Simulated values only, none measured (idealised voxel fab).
process module | voxel trench capacitor
cross-section cut | 210 nm wide | cells 5 nm
A cross-section is a grid of square cells, given in bands from the top down. A band is one or more rows of cells.
Each band's line starts with the height of the band's top and of its bottom, in nm. Then come its materials from left to right, each with its width in nm. One material with "throughout" fills the band from edge to edge. "air" is empty space.
Height 0 is the level under which the wafer as received is all one material. The lowest band goes on downwards, as in "0 down".
A width such as "30 to 40" changes by the same amount from each row of cells to the next, from the band's top row to its bottom row.
"no change" after a step means that no cell of the cross-section changed.
closed voids: empty space of 8 cells or more with no open way to the top, each as width x height at its distance from the left edge, in nm
after a step's settings: what the simulator itself notes on the step
overlay nm, on a step with a mask: how far to the right of its planned place the mask lay; to the left if negative
Each pair below shows a cross-section before one step and the cross-section after it, down to the lowest band that changed. The line under each pair gives the step between them, with its settings. The pairs can come from different runs of this module on the same starting wafer, so a pair continues from the pair above only where its "before" says so.
before
  0 down: Si throughout
  closed voids: none
after
  10 to 0: SiN throughout
  below 0: unchanged
  closed voids: none
the step between: op CONFORMAL_DEP | material SiN | thk nm 10
before: the cross-section after the pair above
after
  20 to 10: aC throughout
  below 10: unchanged
  closed voids: none
the step between: op DIRECTIONAL_DEP | material aC | thk nm 10
before: the cross-section after the pair above
after
  50 to 20: resist 65 | air 15 | resist 15 | air 15 | resist 15 | air 15 | resist 70
  below 20: unchanged
  closed voids: none
the step between: op PATTERN | tone open | mask id TRENCH | material resist | width nm 15 | pitch nm 30 | thk nm 30 | overlay nm 0
before: the cross-section after the pair above
after
  40 to 20: resist 65 | air 15 | resist 15 | air 15 | resist 15 | air 15 | resist 70
  20 to 10: aC 65 | air 15 | aC 15 | air 15 | aC 15 | air 15 | aC 70
  below 10: unchanged
  closed voids: none
the step between: op DIRECTIONAL_ETCH | etch materials aC | depth nm 10
before: the cross-section after the pair above
after
  20 to 10: aC 65 | air 15 | aC 15 | air 15 | aC 15 | air 15 | aC 70
  below 10: unchanged
  closed voids: none
the step between: op STRIP | etch materials resist
before: the cross-section after the pair above
after
  20 to 10: aC 65 | air 15 | aC 15 | air 15 | aC 15 | air 15 | aC 70
  10 to 0: SiN 65 | air 15 | SiN 15 | air 15 | SiN 15 | air 15 | SiN 70
  below 0: unchanged
  closed voids: none
the step between: op DIRECTIONAL_ETCH | etch materials SiN | depth nm 10
before: the cross-section after the pair above
after
  20 to 10: aC 65 | air 15 | aC 15 | air 15 | aC 15 | air 15 | aC 70
  10 to 0: SiN 65 | air 15 | SiN 15 | air 15 | SiN 15 | air 15 | SiN 70
  0 to -30: Si 65 | air 15 | Si 15 | air 15 | Si 15 | air 15 | Si 70
  below -30: unchanged
  closed voids: none
the step between: op DIRECTIONAL_ETCH | etch materials Si | depth nm 30
before: the cross-section after the pair above
after
  10 to 0: SiN 65 | air 15 | SiN 15 | air 15 | SiN 15 | air 15 | SiN 70
  below 0: unchanged
  closed voids: none
the step between: op STRIP | etch materials aC
before: the cross-section after the pair above
after
  15 to 10: SiO2 70 | air 5 | SiO2 25 | air 5 | SiO2 25 | air 5 | SiO2 75
  10 to 0: SiN 65 | SiO2 5 | air 5 | SiO2 5 | SiN 15 | SiO2 5 | air 5 | SiO2 5 | SiN 15 | SiO2 5 | air 5 | SiO2 5 | SiN 70
  0 to -25: Si 65 | SiO2 5 | air 5 | SiO2 5 | Si 15 | SiO2 5 | air 5 | SiO2 5 | Si 15 | SiO2 5 | air 5 | SiO2 5 | Si 70
  -25 to -30: Si 65 | SiO2 15 | Si 15 | SiO2 15 | Si 15 | SiO2 15 | Si 70
  below -30: unchanged
  closed voids: none
the step between: op CONFORMAL_DEP | material SiO2 | thk nm 5
before: the cross-section after the pair above
after
  25 to 15: polySi throughout
  15 to 10: SiO2 70 | polySi 5 | SiO2 25 | polySi 5 | SiO2 25 | polySi 5 | SiO2 75
  10 to 0: SiN 65 | SiO2 5 | polySi 5 | SiO2 5 | SiN 15 | SiO2 5 | polySi 5 | SiO2 5 | SiN 15 | SiO2 5 | polySi 5 | SiO2 5 | SiN 70
  0 to -25: Si 65 | SiO2 5 | polySi 5 | SiO2 5 | Si 15 | SiO2 5 | polySi 5 | SiO2 5 | Si 15 | SiO2 5 | polySi 5 | SiO2 5 | Si 70
  below -25: unchanged
  closed voids: none
the step between: op FILL_DEP | material polySi | thk nm 10
before: the cross-section after the pair above
after
  10 to 0: SiN 65 | SiO2 5 | polySi 5 | SiO2 5 | SiN 15 | SiO2 5 | polySi 5 | SiO2 5 | SiN 15 | SiO2 5 | polySi 5 | SiO2 5 | SiN 70
  below 0: unchanged
  closed voids: none
the step between: op CMP | height nm 10
before
  20 to 10: aC 65 | air 15 | aC 15 | air 15 | aC 15 | air 15 | aC 70
  10 to 0: SiN 65 | air 15 | SiN 15 | air 15 | SiN 15 | air 15 | SiN 70
  0 to -30: Si 65 | air 15 | Si 15 | air 15 | Si 15 | air 15 | Si 70
  -30 down: Si throughout
  closed voids: none
after
  20 to 10: aC 65 | air 15 | aC 15 | air 15 | aC 15 | air 15 | aC 70
  10 to 0: SiN 65 | air 15 | SiN 15 | air 15 | SiN 15 | air 15 | SiN 70
  0 to -60: Si 65 | air 15 | Si 15 | air 15 | Si 15 | air 15 | Si 70
  below -60: unchanged
  closed voids: none
the step between: op DIRECTIONAL_ETCH | etch materials Si | depth nm 30
before: the cross-section after the pair above
after
  10 to 0: SiN 65 | air 15 | SiN 15 | air 15 | SiN 15 | air 15 | SiN 70
  below 0: unchanged
  closed voids: none
the step between: op STRIP | etch materials aC
before: the cross-section after the pair above
after
  15 to 10: SiO2 70 | air 5 | SiO2 25 | air 5 | SiO2 25 | air 5 | SiO2 75
  10 to 0: SiN 65 | SiO2 5 | air 5 | SiO2 5 | SiN 15 | SiO2 5 | air 5 | SiO2 5 | SiN 15 | SiO2 5 | air 5 | SiO2 5 | SiN 70
  0 to -55: Si 65 | SiO2 5 | air 5 | SiO2 5 | Si 15 | SiO2 5 | air 5 | SiO2 5 | Si 15 | SiO2 5 | air 5 | SiO2 5 | Si 70
  -55 to -60: Si 65 | SiO2 15 | Si 15 | SiO2 15 | Si 15 | SiO2 15 | Si 70
  below -60: unchanged
  closed voids: none
the step between: op CONFORMAL_DEP | material SiO2 | thk nm 5
before: the cross-section after the pair above
after
  25 to 15: polySi throughout
  15 to 10: SiO2 70 | polySi 5 | SiO2 25 | polySi 5 | SiO2 25 | polySi 5 | SiO2 75
  10 to 0: SiN 65 | SiO2 5 | polySi 5 | SiO2 5 | SiN 15 | SiO2 5 | polySi 5 | SiO2 5 | SiN 15 | SiO2 5 | polySi 5 | SiO2 5 | SiN 70
  0 to -55: Si 65 | SiO2 5 | polySi 5 | SiO2 5 | Si 15 | SiO2 5 | polySi 5 | SiO2 5 | Si 15 | SiO2 5 | polySi 5 | SiO2 5 | Si 70
  below -55: unchanged
  closed voids: none
the step between: op FILL_DEP | material polySi | thk nm 10
before: the cross-section after the pair above
after
  10 to 0: SiN 65 | SiO2 5 | polySi 5 | SiO2 5 | SiN 15 | SiO2 5 | polySi 5 | SiO2 5 | SiN 15 | SiO2 5 | polySi 5 | SiO2 5 | SiN 70
  below 0: unchanged
  closed voids: none
the step between: op CMP | height nm 10
before
  40 to 20: resist 65 | air 15 | resist 15 | air 15 | resist 15 | air 15 | resist 70
  20 to 10: aC 65 | air 15 | aC 15 | air 15 | aC 15 | air 15 | aC 70
  10 to 0: SiN throughout
  0 down: Si throughout
  closed voids: none
after
  40 to 20: resist 65 | air 15 | resist 15 | air 15 | resist 15 | air 15 | resist 70
  20 to 10: aC 65 | air 15 | aC 15 | air 15 | aC 15 | air 15 | aC 70
  10 to 0: SiN 65 | air 15 | SiN 15 | air 15 | SiN 15 | air 15 | SiN 70
  below 0: unchanged
  closed voids: none
the step between: op DIRECTIONAL_ETCH | etch materials SiN | depth nm 10
before: the cross-section after the pair above
after
  20 to 10: aC 65 | air 15 | aC 15 | air 15 | aC 15 | air 15 | aC 70
  below 10: unchanged
  closed voids: none
the step between: op STRIP | etch materials resist
before
  25 to 15: polySi throughout
  15 to 10: SiO2 70 | polySi 5 | SiO2 25 | polySi 5 | SiO2 25 | polySi 5 | SiO2 75
  10 to 0: SiN 65 | SiO2 5 | polySi 5 | SiO2 5 | SiN 15 | SiO2 5 | polySi 5 | SiO2 5 | SiN 15 | SiO2 5 | polySi 5 | SiO2 5 | SiN 70
  0 to -25: Si 65 | SiO2 5 | polySi 5 | SiO2 5 | Si 15 | SiO2 5 | polySi 5 | SiO2 5 | Si 15 | SiO2 5 | polySi 5 | SiO2 5 | Si 70
  -25 to -30: Si 65 | SiO2 15 | Si 15 | SiO2 15 | Si 15 | SiO2 15 | Si 70
  -30 down: Si throughout
  closed voids: none
after
  15 to 10: SiO2 70 | polySi 5 | SiO2 25 | polySi 5 | SiO2 25 | polySi 5 | SiO2 75
  below 10: unchanged
  closed voids: none
the step between: op CMP | height nm 15
before
  20 to 10: aC throughout
  10 to 0: SiN throughout
  0 down: Si throughout
  closed voids: none
after
  50 to 20: resist 55 | air 15 | resist 15 | air 15 | resist 15 | air 15 | resist 80
  below 20: unchanged
  closed voids: none
the step between: op PATTERN | tone open | mask id TRENCH | material resist | width nm 15 | pitch nm 30 | thk nm 30 | overlay nm -10
before: the cross-section after the pair above
after
  40 to 20: resist 55 | air 15 | resist 15 | air 15 | resist 15 | air 15 | resist 80
  20 to 10: aC 55 | air 15 | aC 15 | air 15 | aC 15 | air 15 | aC 80
  below 10: unchanged
  closed voids: none
the step between: op DIRECTIONAL_ETCH | etch materials aC | depth nm 10
before: the cross-section after the pair above
after
  20 to 10: aC 55 | air 15 | aC 15 | air 15 | aC 15 | air 15 | aC 80
  below 10: unchanged
  closed voids: none
the step between: op STRIP | etch materials resist
before: the cross-section after the pair above
after
  20 to 10: aC 55 | air 15 | aC 15 | air 15 | aC 15 | air 15 | aC 80
  10 to 0: SiN 55 | air 15 | SiN 15 | air 15 | SiN 15 | air 15 | SiN 80
  below 0: unchanged
  closed voids: none
the step between: op DIRECTIONAL_ETCH | etch materials SiN | depth nm 10
before: the cross-section after the pair above
after
  20 to 10: aC 55 | air 15 | aC 15 | air 15 | aC 15 | air 15 | aC 80
  10 to 0: SiN 55 | air 15 | SiN 15 | air 15 | SiN 15 | air 15 | SiN 80
  0 to -30: Si 55 | air 15 | Si 15 | air 15 | Si 15 | air 15 | Si 80
  below -30: unchanged
  closed voids: none
the step between: op DIRECTIONAL_ETCH | etch materials Si | depth nm 30
before: the cross-section after the pair above
after
  10 to 0: SiN 55 | air 15 | SiN 15 | air 15 | SiN 15 | air 15 | SiN 80
  below 0: unchanged
  closed voids: none
the step between: op STRIP | etch materials aC
before: the cross-section after the pair above
after
  15 to 10: SiO2 60 | air 5 | SiO2 25 | air 5 | SiO2 25 | air 5 | SiO2 85
  10 to 0: SiN 55 | SiO2 5 | air 5 | SiO2 5 | SiN 15 | SiO2 5 | air 5 | SiO2 5 | SiN 15 | SiO2 5 | air 5 | SiO2 5 | SiN 80
  0 to -25: Si 55 | SiO2 5 | air 5 | SiO2 5 | Si 15 | SiO2 5 | air 5 | SiO2 5 | Si 15 | SiO2 5 | air 5 | SiO2 5 | Si 80
  -25 to -30: Si 55 | SiO2 15 | Si 15 | SiO2 15 | Si 15 | SiO2 15 | Si 80
  below -30: unchanged
  closed voids: none
the step between: op CONFORMAL_DEP | material SiO2 | thk nm 5
before: the cross-section after the pair above
after
  25 to 15: polySi throughout
  15 to 10: SiO2 60 | polySi 5 | SiO2 25 | polySi 5 | SiO2 25 | polySi 5 | SiO2 85
  10 to 0: SiN 55 | SiO2 5 | polySi 5 | SiO2 5 | SiN 15 | SiO2 5 | polySi 5 | SiO2 5 | SiN 15 | SiO2 5 | polySi 5 | SiO2 5 | SiN 80
  0 to -25: Si 55 | SiO2 5 | polySi 5 | SiO2 5 | Si 15 | SiO2 5 | polySi 5 | SiO2 5 | Si 15 | SiO2 5 | polySi 5 | SiO2 5 | Si 80
  below -25: unchanged
  closed voids: none
the step between: op FILL_DEP | material polySi | thk nm 10
before: the cross-section after the pair above
after
  10 to 0: SiN 55 | SiO2 5 | polySi 5 | SiO2 5 | SiN 15 | SiO2 5 | polySi 5 | SiO2 5 | SiN 15 | SiO2 5 | polySi 5 | SiO2 5 | SiN 80
  below 0: unchanged
  closed voids: none
the step between: op CMP | height nm 10
before
  0 down: Si throughout
  closed voids: none
after
  10 to 0: polySi throughout
  below 0: unchanged
  closed voids: none
the step between: op CONFORMAL_DEP | material polySi | thk nm 10
before: the cross-section after the pair above
after
  20 to 10: aC throughout
  below 10: unchanged
  closed voids: none
the step between: op DIRECTIONAL_DEP | material aC | thk nm 10
before: the cross-section after the pair above
after
  50 to 20: resist 65 | air 15 | resist 15 | air 15 | resist 15 | air 15 | resist 70
  below 20: unchanged
  closed voids: none
the step between: op PATTERN | tone open | mask id TRENCH | material resist | width nm 15 | pitch nm 30 | thk nm 30 | overlay nm 0
before: the cross-section after the pair above
after
  40 to 20: resist 65 | air 15 | resist 15 | air 15 | resist 15 | air 15 | resist 70
  20 to 10: aC 65 | air 15 | aC 15 | air 15 | aC 15 | air 15 | aC 70
  below 10: unchanged
  closed voids: none
the step between: op DIRECTIONAL_ETCH | etch materials aC | depth nm 10
before: the cross-section after the pair above
after
  20 to 10: aC 65 | air 15 | aC 15 | air 15 | aC 15 | air 15 | aC 70
  below 10: unchanged
  closed voids: none
the step between: op STRIP | etch materials resist
before: the cross-section after the pair above
after
  20 to 10: aC 65 | air 15 | aC 15 | air 15 | aC 15 | air 15 | aC 70
  10 to 0: polySi 65 | air 15 | polySi 15 | air 15 | polySi 15 | air 15 | polySi 70
  0 to -20: Si 65 | air 15 | Si 15 | air 15 | Si 15 | air 15 | Si 70
  below -20: unchanged
  closed voids: none
the step between: op DIRECTIONAL_ETCH | etch materials Si | depth nm 30
before: the cross-section after the pair above
after
  10 to 0: polySi 65 | air 15 | polySi 15 | air 15 | polySi 15 | air 15 | polySi 70
  below 0: unchanged
  closed voids: none
the step between: op STRIP | etch materials aC
before: the cross-section after the pair above
after
  15 to 10: SiO2 70 | air 5 | SiO2 25 | air 5 | SiO2 25 | air 5 | SiO2 75
  10 to 0: polySi 65 | SiO2 5 | air 5 | SiO2 5 | polySi 15 | SiO2 5 | air 5 | SiO2 5 | polySi 15 | SiO2 5 | air 5 | SiO2 5 | polySi 70
  0 to -15: Si 65 | SiO2 5 | air 5 | SiO2 5 | Si 15 | SiO2 5 | air 5 | SiO2 5 | Si 15 | SiO2 5 | air 5 | SiO2 5 | Si 70
  -15 to -20: Si 65 | SiO2 15 | Si 15 | SiO2 15 | Si 15 | SiO2 15 | Si 70
  below -20: unchanged
  closed voids: none
the step between: op CONFORMAL_DEP | material SiO2 | thk nm 5
before: the cross-section after the pair above
after
  25 to 15: polySi throughout
  15 to 10: SiO2 70 | polySi 5 | SiO2 25 | polySi 5 | SiO2 25 | polySi 5 | SiO2 75
  10 to 0: polySi 65 | SiO2 5 | polySi 5 | SiO2 5 | polySi 15 | SiO2 5 | polySi 5 | SiO2 5 | polySi 15 | SiO2 5 | polySi 5 | SiO2 5 | polySi 70
  0 to -15: Si 65 | SiO2 5 | polySi 5 | SiO2 5 | Si 15 | SiO2 5 | polySi 5 | SiO2 5 | Si 15 | SiO2 5 | polySi 5 | SiO2 5 | Si 70
  below -15: unchanged
  closed voids: none
the step between: op FILL_DEP | material polySi | thk nm 10
before: the cross-section after the pair above
after
  10 to 0: polySi 65 | SiO2 5 | polySi 5 | SiO2 5 | polySi 15 | SiO2 5 | polySi 5 | SiO2 5 | polySi 15 | SiO2 5 | polySi 5 | SiO2 5 | polySi 70
  below 0: unchanged
  closed voids: none
the step between: op CMP | height nm 10
before
  20 to 10: aC throughout
  10 to 0: SiN throughout
  0 down: Si throughout
  closed voids: none
after
  50 to 20: air 65 | resist 15 | air 15 | resist 15 | air 15 | resist 15 | air 70
  below 20: unchanged
  closed voids: none
the step between: op PATTERN | tone cover | mask id TRENCH | material resist | width nm 15 | pitch nm 30 | thk nm 30 | overlay nm 0
before: the cross-section after the pair above
after
  40 to 20: air 65 | resist 15 | air 15 | resist 15 | air 15 | resist 15 | air 70
  20 to 10: air 65 | aC 15 | air 15 | aC 15 | air 15 | aC 15 | air 70
  below 10: unchanged
  closed voids: none
the step between: op DIRECTIONAL_ETCH | etch materials aC | depth nm 10
before: the cross-section after the pair above
after
  20 to 10: air 65 | aC 15 | air 15 | aC 15 | air 15 | aC 15 | air 70
  below 10: unchanged
  closed voids: none
the step between: op STRIP | etch materials resist
before: the cross-section after the pair above
after
  20 to 10: air 65 | aC 15 | air 15 | aC 15 | air 15 | aC 15 | air 70
  10 to 0: air 65 | SiN 15 | air 15 | SiN 15 | air 15 | SiN 15 | air 70
  below 0: unchanged
  closed voids: none
the step between: op DIRECTIONAL_ETCH | etch materials SiN | depth nm 10
before: the cross-section after the pair above
after
  20 to 10: air 65 | aC 15 | air 15 | aC 15 | air 15 | aC 15 | air 70
  10 to 0: air 65 | SiN 15 | air 15 | SiN 15 | air 15 | SiN 15 | air 70
  0 to -30: air 65 | Si 15 | air 15 | Si 15 | air 15 | Si 15 | air 70
  below -30: unchanged
  closed voids: none
the step between: op DIRECTIONAL_ETCH | etch materials Si | depth nm 30
before: the cross-section after the pair above
after
  10 to 0: air 65 | SiN 15 | air 15 | SiN 15 | air 15 | SiN 15 | air 70
  below 0: unchanged
  closed voids: none
the step between: op STRIP | etch materials aC
before: the cross-section after the pair above
after
  15 to 10: air 60 | SiO2 25 | air 5 | SiO2 25 | air 5 | SiO2 25 | air 65
  10 to 0: air 60 | SiO2 5 | SiN 15 | SiO2 5 | air 5 | SiO2 5 | SiN 15 | SiO2 5 | air 5 | SiO2 5 | SiN 15 | SiO2 5 | air 65
  0 to -25: air 60 | SiO2 5 | Si 15 | SiO2 5 | air 5 | SiO2 5 | Si 15 | SiO2 5 | air 5 | SiO2 5 | Si 15 | SiO2 5 | air 65
  -25 to -30: SiO2 65 | Si 15 | SiO2 15 | Si 15 | SiO2 15 | Si 15 | SiO2 70
  below -30: unchanged
  closed voids: none
the step between: op CONFORMAL_DEP | material SiO2 | thk nm 5
before: the cross-section after the pair above
after
  25 to 15: polySi throughout
  15 to 10: polySi 60 | SiO2 25 | polySi 5 | SiO2 25 | polySi 5 | SiO2 25 | polySi 65
  10 to 0: polySi 60 | SiO2 5 | SiN 15 | SiO2 5 | polySi 5 | SiO2 5 | SiN 15 | SiO2 5 | polySi 5 | SiO2 5 | SiN 15 | SiO2 5 | polySi 65
  0 to -25: polySi 60 | SiO2 5 | Si 15 | SiO2 5 | polySi 5 | SiO2 5 | Si 15 | SiO2 5 | polySi 5 | SiO2 5 | Si 15 | SiO2 5 | polySi 65
  below -25: unchanged
  closed voids: none
the step between: op FILL_DEP | material polySi | thk nm 10
before: the cross-section after the pair above
after
  10 to 0: polySi 60 | SiO2 5 | SiN 15 | SiO2 5 | polySi 5 | SiO2 5 | SiN 15 | SiO2 5 | polySi 5 | SiO2 5 | SiN 15 | SiO2 5 | polySi 65
  below 0: unchanged
  closed voids: none
the step between: op CMP | height nm 10
